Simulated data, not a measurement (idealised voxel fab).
Process module heading - voxel spacer lines
We display cut, a cross-section 200 nm in width whose square cells are each 5 nm.
Cross-section spec: square-cell grid; bands listed top down; each band is one or more rows.
Top height, bottom height, nm. Materials left to right, width each, nm. Single material + "all across" = fills band edge to edge. "empty" = empty.
Note: height 0 marks the level under which the wafer is uniformly one material as received. Lowest band unbounded below, written "0 nm and below".
Width "30->40": first value at the band's top row of cells, second value at its bottom row, equal change from row to row.
The designation "remains unaltered", where it is given for a processing step, indicates that no cell of the cross-section was altered in the course of that step.
In "Closed void listing" the enclosed voids are listed, meaning empty spaces of 8 cells or larger without any opening to the top. The form is width x height at distance, distance from the left edge, units nm.
The remark found on a step's line after its settings is issued by the simulator itself and pertains to that step.
overlay nm: step with mask; distance mask lay right of planned place; negative value = left of planned place.
The following list gives the planned process steps
1 RECEIVE (material Si)
2 CONFORMAL_DEP (material Al2O3; thk nm 10)
3 DIRECTIONAL_DEP (material W; thk nm 20)
4 DIRECTIONAL_DEP (material aC; thk nm 20)
5 PATTERN (tone cover; mask id MANDREL; material resist; width nm 20; pitch nm 60; thk nm 25; overlay nm 0)
6 DIRECTIONAL_ETCH (etch materials aC; depth nm 20)
7 STRIP (etch materials resist)
8 CONFORMAL_DEP (material SiN; thk nm 10)
9 DIRECTIONAL_ETCH (etch materials SiN; depth nm 10)
10 STRIP (etch materials aC)
11 DIRECTIONAL_ETCH (etch materials W; depth nm 20)
12 STRIP (etch materials SiN)
As-received state of the wafer in cross-section, equivalent to post-step 1
* 0 nm and below: Si all across
* Closed void listing: none
End-of-module cross-section of the first of two wafers, processed as planned
* 30 nm to 10 nm: empty=20, then W=10, then empty=20, then W=10, then empty=20, then W=10, then empty=20, then W=10, then empty=20, then W=10, then empty=20, then W=10, then empty=20
* 10 nm to 0 nm: Al2O3 all across
* 0 nm and below: Si all across
* Closed void listing: none
Second wafer cross-section at end of module - shared start and plan with the first, one mistake in the run
* 30 nm to 10 nm: empty=15, then W=10, then empty=30, then W=10, then empty=10, then W=10, then empty=30, then W=10, then empty=10, then W=10, then empty=30, then W=10, then empty=15
* 10 nm to 0 nm: Al2O3 all across
* 0 nm and below: Si all across
* Closed void listing: none
Error vs. plan: step 5 ran with different settings than intended, the actual operation and settings being PATTERN (tone cover; mask id MANDREL; material resist; width nm 30; pitch nm 60; thk nm 25; overlay nm 0)
When the process is done, the second wafer contains the same cell count of every material as the first wafer, but distributed over other locations.
